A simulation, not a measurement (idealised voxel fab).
Presented below is a process module, voxel self aligned vias.
FYI the section here is cut, 155 nm wide, cells are 5 nm squares.
A cross-section in this document is a grid of square cells, and it is written down as bands, the top band listed before the ones below it; a band is made up of one or more rows of cells.
What a band's entry tells you: where the top is and where the bottom is, as heights in nm, and after that what lies inside, material by material from left to right, each with its width in nm. Empty space is written as the word "air", and a single material marked with the word "everywhere" occupies the band from edge to edge.
Below 0: as-received wafer, all one material; heights counted from there. Lowest band: no bottom, goes on down, written "0 nm and below".
The notation "30..40" denotes a width that varies across the rows of cells in the band, beginning at the first number in the top row, finishing at the second number in the bottom row, and changing by an identical amount from each row to the next.
Key: "nothing different" - step with no changed cell in the cross-section.
"Sealed void inventory" enumerates empty spaces isolated from the top, with no open way to it, that contain at least 8 cells, giving each as width x height at distance from the left edge, all three in nm.
Whatever follows a step's settings on its line is a remark the simulator itself makes about that step.
You can add "overlay nm" to a step's line. For a step with a mask, it describes how far the mask lay to the right of its planned position, and a negative number describes a lay to the left.

Planned step list for the process:
1,RECEIVE,material Si
2,CONFORMAL_DEP,material SiO2,thk nm 15
3,CONFORMAL_DEP,material SiCN,thk nm 5
4,DIRECTIONAL_DEP,material SiO2,thk nm 20
5,DIRECTIONAL_DEP,material aC,thk nm 15
6,PATTERN,tone open,mask id LINES,material resist,width nm 20,pitch nm 70,thk nm 30,overlay nm 0
7,DIRECTIONAL_ETCH,etch materials aC,depth nm 15
8,STRIP,etch materials resist
9,DIRECTIONAL_ETCH,etch materials SiO2,depth nm 20
10,STRIP,etch materials aC
11,CONFORMAL_DEP,material TiN,thk nm 5
12,FILL_DEP,material W,thk nm 10
13,CMP,height nm 40
14,SELECTIVE_ETCH,etch materials W Ru TiN,depth nm 5
15,FILL_DEP,material SiN,thk nm 10
16,CMP,height nm 40
17,DIRECTIONAL_DEP,material SiO2,thk nm 20
18,DIRECTIONAL_DEP,material aC,thk nm 10
19,PATTERN,tone open,mask id VIAS,material resist,width nm 40,thk nm 30,overlay nm 0
20,DIRECTIONAL_ETCH,etch materials aC,depth nm 10
21,STRIP,etch materials resist
22,DIRECTIONAL_ETCH,etch materials SiO2,depth nm 20
23,DIRECTIONAL_ETCH,etch materials SiN,depth nm 5
24,STRIP,etch materials aC
25,CONFORMAL_DEP,material TiN,thk nm 5
26,FILL_DEP,material Cu,thk nm 5
27,CMP,height nm 60
28,CONFORMAL_DEP,material SiN,thk nm 5

Wafer as received: cross-section following step 1:
- 0 nm and below | Si everywhere
- Sealed void inventory: none

Below is the wafer in cross-section after the module was completed. It began from the starting point shown above and followed the plan shown above, except that one mistake was made while running it:
- 65 nm to 60 nm | SiN everywhere
- 60 nm to 45 nm | Cu=15; TiN=5; SiO2=40; TiN=5; Cu=90
- 45 nm to 40 nm | TiN=20; SiO2=40; TiN=45; Cu=10; TiN=40
- 40 nm to 35 nm | SiO2=30; SiN=20; SiO2=50; TiN=20; SiO2=35
- 35 nm to 25 nm | SiO2=30; TiN=5; W=10; TiN=5; SiO2=50; TiN=5; W=10; TiN=5; SiO2=35
- 25 nm to 20 nm | SiO2=30; TiN=20; SiO2=50; TiN=20; SiO2=35
- 20 nm to 15 nm | SiCN everywhere
- 15 nm to 0 nm | SiO2 everywhere
- 0 nm and below | Si everywhere
- Sealed void inventory: none
Nonconformance to the process plan: step 19 did not happen as planned, as run it was PATTERN,tone cover,mask id VIAS,material resist,width nm 40,thk nm 30,overlay nm 0
